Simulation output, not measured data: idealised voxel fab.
The process module presented herein is designated voxel transistor to metal.
Displayed cross-section: cut, width of 200 nm, square cells sized 5 nm.
Cross-section, as written here: a square-cell grid given band by band from the top down, where a band holds one or more rows of cells.
Read a band's entry like this: the first values are the height of its top and the height of its bottom in nm, and what follows is the sequence of materials from left to right, each with its width in nm. Note that "air" is empty space, and that a single material marked "edge to edge" reaches across the band from edge to edge.
Below 0: as-received wafer, all one material; heights counted from there. Lowest band: no bottom, goes on down, written "z 0 and below".
The two numbers in a width such as "30 to 40" mark its ends across the band: the first belongs to the top row of cells, the second to the bottom row, and from each row to the next the width moves by the same amount.
Given "all unchanged" for a step, no cell of the cross-section differs between before and after that step.
"Non-vented voids" contains a list of empty spaces, each no smaller than 8 cells and without an open way to the top, written in the form width x height at distance with the distance from the left edge and all three in nm.
Anything after a step's settings on that line? It's the simulator's own note about the step.
For masked steps, "overlay nm" on the step line gives how far right of plan the mask actually lay; a minus sign means it lay to the left.
**Steps in the process plan**
1. RECEIVE: material Si
2. OXIDIZE: depth nm 5
3. CONFORMAL_DEP: material SiN, thk nm 15
4. MASKED_ETCH: tone cover, mask id ACTIVE, width nm 105, etch materials SiN, depth nm 15, overlay nm 0
5. MASKED_ETCH: tone cover, mask id ACTIVE, width nm 105, etch materials SiO2, depth nm 5, overlay nm 0
6. MASKED_ETCH: tone cover, mask id ACTIVE, width nm 105, etch materials Si, depth nm 25, overlay nm 0
7. FILL_DEP: material SiO2, thk nm 5
8. CMP: height nm 15
9. SELECTIVE_ETCH: etch materials SiO2, depth nm 15
10. STRIP: etch materials SiN
11. SELECTIVE_ETCH: etch materials SiO2, depth nm 5
12. OXIDIZE: depth nm 5
13. DIRECTIONAL_DEP: material polySi, thk nm 20
14. DIRECTIONAL_DEP: material SiCN, thk nm 15
15. PATTERN: tone cover, mask id GATE, material resist, width nm 25, thk nm 15, overlay nm 0
16. DIRECTIONAL_ETCH: etch materials SiCN, depth nm 25
17. DIRECTIONAL_ETCH: etch materials polySi, depth nm 30
18. STRIP: etch materials resist
19. CONFORMAL_DEP: material SiN, thk nm 10
20. DIRECTIONAL_ETCH: etch materials SiN, depth nm 10
21. DIRECTIONAL_ETCH: etch materials SiO2, depth nm 5
22. DIRECTIONAL_ETCH: etch materials Si, depth nm 5
23. EPI: material pSi, thk nm 5
24. FILL_DEP: material SiO2, thk nm 5
25. CMP: height nm 15
26. STRIP: etch materials polySi
27. SELECTIVE_ETCH: etch materials SiO2, depth nm 5
28. CONFORMAL_DEP: material HfO2, thk nm 5
29. CONFORMAL_DEP: material TiN, thk nm 5
30. FILL_DEP: material W, thk nm 10
31. CMP: height nm 10
32. DIRECTIONAL_DEP: material SiO2, thk nm 15
33. MASKED_ETCH: tone open, mask id CONTACT, width nm 15, pitch nm 80, etch materials SiO2, depth nm 35, overlay nm 0
34. CONFORMAL_DEP: material TiN, thk nm 5
35. FILL_DEP: material W, thk nm 10
36. CMP: height nm 25
37. CONFORMAL_DEP: material SiN, thk nm 5
38. DIRECTIONAL_DEP: material lowk, thk nm 25
39. DIRECTIONAL_DEP: material aC, thk nm 10
40. PATTERN: tone open, mask id METAL_1, material resist, width nm 15, pitch nm 80, thk nm 30, overlay nm 0
41. DIRECTIONAL_ETCH: etch materials aC, depth nm 10
42. STRIP: etch materials resist
43. DIRECTIONAL_ETCH: etch materials lowk, depth nm 25
44. DIRECTIONAL_ETCH: etch materials SiN, depth nm 5
45. STRIP: etch materials aC
46. CONFORMAL_DEP: material TiN, thk nm 5
47. FILL_DEP: material Ru, thk nm 5
48. CMP: height nm 55
49. CONFORMAL_DEP: material SiN, thk nm 5
**Wafer, first of two, run as planned**
**As-received wafer cross-section (after step 1)**
* z 0 and below = Si edge to edge
* Non-vented voids: none
**Step 2 done - wafer cross-section**
* z 0 to -5 = SiO2 edge to edge
* Rest of section, below -5: as before.
**Step 3 done - wafer cross-section**
* z 15 to 0 = SiN edge to edge
* Rest of section, below 0: as before.
**Step 4 done - wafer cross-section**
* z 15 to 0 = air: 45, then SiN: 105, then air: 50
* Rest of section, below 0: as before.
**Step 5 done - wafer cross-section**
* z 15 to 0 = air: 45, then SiN: 105, then air: 50
* z 0 to -5 = air: 45, then SiO2: 105, then air: 50
* Rest of section, below -5: as before.
**Step 6 done - wafer cross-section**
* z 15 to 0 = air: 45, then SiN: 105, then air: 50
* z 0 to -5 = air: 45, then SiO2: 105, then air: 50
* z -5 to -30 = air: 45, then Si: 105, then air: 50
* Rest of section, below -30: as before.
**Step 7 done - wafer cross-section**
* z 20 to 15 = SiO2 edge to edge
* z 15 to 0 = SiO2: 45, then SiN: 105, then SiO2: 50
* z 0 to -5 = SiO2 edge to edge
* z -5 to -30 = SiO2: 45, then Si: 105, then SiO2: 50
* Rest of section, below -30: as before.
**Step 8 done - wafer cross-section**
* z 15 to 0 = SiO2: 45, then SiN: 105, then SiO2: 50
* Rest of section, below 0: as before.
**Step 9 done - wafer cross-section**
* z 15 to 0 = air: 45, then SiN: 105, then air: 50
* Rest of section, below 0: as before.
**Step 10 done - wafer cross-section**
* z 0 to -5 = SiO2 edge to edge
* Rest of section, below -5: as before.
**Step 11 done - wafer cross-section**
* z -5 to -30 = SiO2: 45, then Si: 105, then SiO2: 50
* Rest of section, below -30: as before.
**Step 12 done - wafer cross-section**
* z -5 to -10 = SiO2 edge to edge
* Rest of section, below -10: as before.
**Step 13 done - wafer cross-section**
* z 15 to -5 = polySi edge to edge
* Rest of section, below -5: as before.
**Step 14 done - wafer cross-section**
* z 30 to 15 = SiCN edge to edge
* Rest of section, below 15: as before.
**Step 15 done - wafer cross-section**
* z 45 to 30 = air: 85, then resist: 25, then air: 90
* Rest of section, below 30: as before.
**Step 16 done - wafer cross-section**
* z 45 to 30 = air: 85, then resist: 25, then air: 90
* z 30 to 15 = air: 85, then SiCN: 25, then air: 90
* Rest of section, below 15: as before.
**Step 17 done - wafer cross-section**
* z 45 to 30 = air: 85, then resist: 25, then air: 90
* z 30 to 15 = air: 85, then SiCN: 25, then air: 90
* z 15 to -5 = air: 85, then polySi: 25, then air: 90
* Rest of section, below -5: as before.
**Step 18 done - wafer cross-section**
* z 30 to 15 = air: 85, then SiCN: 25, then air: 90
* Rest of section, below 15: as before.
**Step 19 done - wafer cross-section**
* z 40 to 30 = air: 75, then SiN: 45, then air: 80
* z 30 to 15 = air: 75, then SiN: 10, then SiCN: 25, then SiN: 10, then air: 80
* z 15 to 5 = air: 75, then SiN: 10, then polySi: 25, then SiN: 10, then air: 80
* z 5 to -5 = SiN: 85, then polySi: 25, then SiN: 90
* Rest of section, below -5: as before.
**Step 20 done - wafer cross-section**
* z 30 to 15 = air: 75, then SiN: 10, then SiCN: 25, then SiN: 10, then air: 80
* z 15 to -5 = air: 75, then SiN: 10, then polySi: 25, then SiN: 10, then air: 80
* Rest of section, below -5: as before.
**Step 21 done - wafer cross-section**
* z 30 to 15 = air: 75, then SiN: 10, then SiCN: 25, then SiN: 10, then air: 80
* z 15 to -5 = air: 75, then SiN: 10, then polySi: 25, then SiN: 10, then air: 80
* z -5 to -10 = air: 75, then SiO2: 45, then air: 80
* Rest of section, below -10: as before.
**Step 22 done - wafer cross-section**
* z 30 to 15 = air: 75, then SiN: 10, then SiCN: 25, then SiN: 10, then air: 80
* z 15 to -5 = air: 75, then SiN: 10, then polySi: 25, then SiN: 10, then air: 80
* z -5 to -10 = air: 75, then SiO2: 45, then air: 80
* z -10 to -15 = SiO2: 45, then air: 30, then Si: 45, then air: 30, then SiO2: 50
* Rest of section, below -15: as before.
**Step 23 done - wafer cross-section**
* z 30 to 15 = air: 75, then SiN: 10, then SiCN: 25, then SiN: 10, then air: 80
* z 15 to -5 = air: 75, then SiN: 10, then polySi: 25, then SiN: 10, then air: 80
* z -5 to -10 = air: 70, then pSi: 5, then SiO2: 45, then pSi: 5, then air: 75
* z -10 to -15 = SiO2: 45, then pSi: 30, then Si: 45, then pSi: 30, then SiO2: 50
* Rest of section, below -15: as before.
**Step 24 done - wafer cross-section**
* z 35 to 30 = SiO2 edge to edge
* z 30 to 15 = SiO2: 75, then SiN: 10, then SiCN: 25, then SiN: 10, then SiO2: 80
* z 15 to -5 = SiO2: 75, then SiN: 10, then polySi: 25, then SiN: 10, then SiO2: 80
* z -5 to -10 = SiO2: 70, then pSi: 5, then SiO2: 45, then pSi: 5, then SiO2: 75
* Rest of section, below -10: as before.
**Step 25 done - wafer cross-section**
* z 15 to -5 = SiO2: 75, then SiN: 10, then polySi: 25, then SiN: 10, then SiO2: 80
* Rest of section, below -5: as before.
**Step 26 done - wafer cross-section**
* z 15 to -5 = SiO2: 75, then SiN: 10, then air: 25, then SiN: 10, then SiO2: 80
* Rest of section, below -5: as before.
**Step 27 done - wafer cross-section**
* z 15 to 10 = air: 75, then SiN: 10, then air: 25, then SiN: 10, then air: 80
* z 10 to -5 = SiO2: 75, then SiN: 10, then air: 25, then SiN: 10, then SiO2: 80
* z -5 to -10 = SiO2: 70, then pSi: 5, then SiO2: 5, then air: 35, then SiO2: 5, then pSi: 5, then SiO2: 75
* Rest of section, below -10: as before.
**Step 28 done - wafer cross-section**
* z 20 to 15 = air: 70, then HfO2: 20, then air: 15, then HfO2: 20, then air: 75
* z 15 to 10 = HfO2: 75, then SiN: 10, then HfO2: 5, then air: 15, then HfO2: 5, then SiN: 10, then HfO2: 80
* z 10 to -5 = SiO2: 75, then SiN: 10, then HfO2: 5, then air: 15, then HfO2: 5, then SiN: 10, then SiO2: 80
* z -5 to -10 = SiO2: 70, then pSi: 5, then SiO2: 5, then HfO2: 35, then SiO2: 5, then pSi: 5, then SiO2: 75
* Rest of section, below -10: as before.
**Step 29 done - wafer cross-section**
* z 25 to 20 = air: 65, then TiN: 30, then air: 5, then TiN: 30, then air: 70
* z 20 to 15 = TiN: 70, then HfO2: 20, then TiN: 5, then air: 5, then TiN: 5, then HfO2: 20, then TiN: 75
* z 15 to 10 = HfO2: 75, then SiN: 10, then HfO2: 5, then TiN: 5, then air: 5, then TiN: 5, then HfO2: 5, then SiN: 10, then HfO2: 80
* z 10 to 0 = SiO2: 75, then SiN: 10, then HfO2: 5, then TiN: 5, then air: 5, then TiN: 5, then HfO2: 5, then SiN: 10, then SiO2: 80
* z 0 to -5 = SiO2: 75, then SiN: 10, then HfO2: 5, then TiN: 15, then HfO2: 5, then SiN: 10, then SiO2: 80
* Rest of section, below -5: as before.
**Step 30 done - wafer cross-section**
* z 35 to 25 = W edge to edge
* z 25 to 20 = W: 65, then TiN: 30, then W: 5, then TiN: 30, then W: 70
* z 20 to 15 = TiN: 70, then HfO2: 20, then TiN: 5, then W: 5, then TiN: 5, then HfO2: 20, then TiN: 75
* z 15 to 10 = HfO2: 75, then SiN: 10, then HfO2: 5, then TiN: 5, then W: 5, then TiN: 5, then HfO2: 5, then SiN: 10, then HfO2: 80
* z 10 to 0 = SiO2: 75, then SiN: 10, then HfO2: 5, then TiN: 5, then W: 5, then TiN: 5, then HfO2: 5, then SiN: 10, then SiO2: 80
* Rest of section, below 0: as before.
**Step 31 done - wafer cross-section**
* z 10 to 0 = SiO2: 75, then SiN: 10, then HfO2: 5, then TiN: 5, then W: 5, then TiN: 5, then HfO2: 5, then SiN: 10, then SiO2: 80
* Rest of section, below 0: as before.
**Step 32 done - wafer cross-section**
* z 25 to 10 = SiO2 edge to edge
* Rest of section, below 10: as before.
**Step 33 done - wafer cross-section**
* z 25 to 10 = SiO2: 50, then air: 15, then SiO2: 65, then air: 15, then SiO2: 55
* z 10 to 0 = SiO2: 50, then air: 15, then SiO2: 10, then SiN: 10, then HfO2: 5, then TiN: 5, then W: 5, then TiN: 5, then HfO2: 5, then SiN: 10, then SiO2: 10, then air: 15, then SiO2: 55
* z 0 to -5 = SiO2: 50, then air: 15, then SiO2: 10, then SiN: 10, then HfO2: 5, then TiN: 15, then HfO2: 5, then SiN: 10, then SiO2: 10, then air: 15, then SiO2: 55
* z -5 to -10 = SiO2: 50, then air: 15, then SiO2: 5, then pSi: 5, then SiO2: 5, then HfO2: 35, then SiO2: 5, then pSi: 5, then SiO2: 5, then air: 15, then SiO2: 55
* Rest of section, below -10: as before.
**Step 34 done - wafer cross-section**
* z 30 to 25 = TiN: 55, then air: 5, then TiN: 75, then air: 5, then TiN: 60
* z 25 to 10 = SiO2: 50, then TiN: 5, then air: 5, then TiN: 5, then SiO2: 65, then TiN: 5, then air: 5, then TiN: 5, then SiO2: 55
* z 10 to 0 = SiO2: 50, then TiN: 5, then air: 5, then TiN: 5, then SiO2: 10, then SiN: 10, then HfO2: 5, then TiN: 5, then W: 5, then TiN: 5, then HfO2: 5, then SiN: 10, then SiO2: 10, then TiN: 5, then air: 5, then TiN: 5, then SiO2: 55
* z 0 to -5 = SiO2: 50, then TiN: 5, then air: 5, then TiN: 5, then SiO2: 10, then SiN: 10, then HfO2: 5, then TiN: 15, then HfO2: 5, then SiN: 10, then SiO2: 10, then TiN: 5, then air: 5, then TiN: 5, then SiO2: 55
* z -5 to -10 = SiO2: 50, then TiN: 15, then SiO2: 5, then pSi: 5, then SiO2: 5, then HfO2: 35, then SiO2: 5, then pSi: 5, then SiO2: 5, then TiN: 15, then SiO2: 55
* Rest of section, below -10: as before.
**Step 35 done - wafer cross-section**
* z 40 to 30 = W edge to edge
* z 30 to 25 = TiN: 55, then W: 5, then TiN: 75, then W: 5, then TiN: 60
* z 25 to 10 = SiO2: 50, then TiN: 5, then W: 5, then TiN: 5, then SiO2: 65, then TiN: 5, then W: 5, then TiN: 5, then SiO2: 55
* z 10 to 0 = SiO2: 50, then TiN: 5, then W: 5, then TiN: 5, then SiO2: 10, then SiN: 10, then HfO2: 5, then TiN: 5, then W: 5, then TiN: 5, then HfO2: 5, then SiN: 10, then SiO2: 10, then TiN: 5, then W: 5, then TiN: 5, then SiO2: 55
* z 0 to -5 = SiO2: 50, then TiN: 5, then W: 5, then TiN: 5, then SiO2: 10, then SiN: 10, then HfO2: 5, then TiN: 15, then HfO2: 5, then SiN: 10, then SiO2: 10, then TiN: 5, then W: 5, then TiN: 5, then SiO2: 55
* Rest of section, below -5: as before.
**Step 36 done - wafer cross-section**
* z 25 to 10 = SiO2: 50, then TiN: 5, then W: 5, then TiN: 5, then SiO2: 65, then TiN: 5, then W: 5, then TiN: 5, then SiO2: 55
* Rest of section, below 10: as before.
**Step 37 done - wafer cross-section**
* z 30 to 25 = SiN edge to edge
* Rest of section, below 25: as before.
**Step 38 done - wafer cross-section**
* z 55 to 30 = lowk edge to edge
* Rest of section, below 30: as before.
**Step 39 done - wafer cross-section**
* z 65 to 55 = aC edge to edge
* Rest of section, below 55: as before.
**Step 40 done - wafer cross-section**
* z 95 to 65 = resist: 50, then air: 15, then resist: 65, then air: 15, then resist: 55
* Rest of section, below 65: as before.
**Step 41 done - wafer cross-section**
* z 85 to 65 = resist: 50, then air: 15, then resist: 65, then air: 15, then resist: 55
* z 65 to 55 = aC: 50, then air: 15, then aC: 65, then air: 15, then aC: 55
* Rest of section, below 55: as before.
**Step 42 done - wafer cross-section**
* z 65 to 55 = aC: 50, then air: 15, then aC: 65, then air: 15, then aC: 55
* Rest of section, below 55: as before.
**Step 43 done - wafer cross-section**
* z 65 to 55 = aC: 50, then air: 15, then aC: 65, then air: 15, then aC: 55
* z 55 to 30 = lowk: 50, then air: 15, then lowk: 65, then air: 15, then lowk: 55
* Rest of section, below 30: as before.
**Step 44 done - wafer cross-section**
* z 65 to 55 = aC: 50, then air: 15, then aC: 65, then air: 15, then aC: 55
* z 55 to 30 = lowk: 50, then air: 15, then lowk: 65, then air: 15, then lowk: 55
* z 30 to 25 = SiN: 50, then air: 15, then SiN: 65, then air: 15, then SiN: 55
* Rest of section, below 25: as before.
**Step 45 done - wafer cross-section**
* z 55 to 30 = lowk: 50, then air: 15, then lowk: 65, then air: 15, then lowk: 55
* Rest of section, below 30: as before.
**Step 46 done - wafer cross-section**
* z 60 to 55 = TiN: 55, then air: 5, then TiN: 75, then air: 5, then TiN: 60
* z 55 to 30 = lowk: 50, then TiN: 5, then air: 5, then TiN: 5, then lowk: 65, then TiN: 5, then air: 5, then TiN: 5, then lowk: 55
* z 30 to 25 = SiN: 50, then TiN: 15, then SiN: 65, then TiN: 15, then SiN: 55
* Rest of section, below 25: as before.
**Step 47 done - wafer cross-section**
* z 65 to 60 = Ru edge to edge
* z 60 to 55 = TiN: 55, then Ru: 5, then TiN: 75, then Ru: 5, then TiN: 60
* z 55 to 30 = lowk: 50, then TiN: 5, then Ru: 5, then TiN: 5, then lowk: 65, then TiN: 5, then Ru: 5, then TiN: 5, then lowk: 55
* Rest of section, below 30: as before.
**Step 48 done - wafer cross-section**
* z 55 to 30 = lowk: 50, then TiN: 5, then Ru: 5, then TiN: 5, then lowk: 65, then TiN: 5, then Ru: 5, then TiN: 5, then lowk: 55
* Rest of section, below 30: as before.
**Step 49 done - wafer cross-section**
* z 60 to 55 = SiN edge to edge
* Rest of section, below 55: as before.
**Second wafer, same starting conditions and recipe as the first, one mistake in executing it, nothing differs from the first up to and including step 37**
**when step 38 should have ended**
* z 55 to 30 = HfO2 edge to edge
* Rest of section, below 30: as before.
**when step 39 should have ended**
* z 65 to 55 = aC edge to edge
* Rest of section, below 55: as before.
**when step 40 should have ended**
* z 95 to 65 = resist: 50, then air: 15, then resist: 65, then air: 15, then resist: 55
* Rest of section, below 65: as before.
**when step 41 should have ended**
* z 85 to 65 = resist: 50, then air: 15, then resist: 65, then air: 15, then resist: 55
* z 65 to 55 = aC: 50, then air: 15, then aC: 65, then air: 15, then aC: 55
* Rest of section, below 55: as before.
**when step 42 should have ended**
* z 65 to 55 = aC: 50, then air: 15, then aC: 65, then air: 15, then aC: 55
* Rest of section, below 55: as before.
when step 43 should have ended: all unchanged
when step 44 should have ended: all unchanged
**when step 45 should have ended**
* z 55 to 30 = HfO2 edge to edge
* Rest of section, below 30: as before.
**when step 46 should have ended**
* z 60 to 55 = TiN edge to edge
* Rest of section, below 55: as before.
**when step 47 should have ended**
* z 65 to 60 = Ru edge to edge
* Rest of section, below 60: as before.
**when step 48 should have ended**
* z 55 to 30 = HfO2 edge to edge
* Rest of section, below 30: as before.
**when step 49 should have ended**
* z 60 to 55 = SiN edge to edge
* Rest of section, below 55: as before.
Deviation from plan: planned and actual differ for step 38; actual: DIRECTIONAL_DEP: material HfO2, thk nm 25
Per the end-of-run cell counts, the second wafer holds more or fewer of some materials than the first: HfO2: 200 more, Ru: 10 fewer, SiN: 6 more, TiN: 26 fewer, lowk: 170 fewer
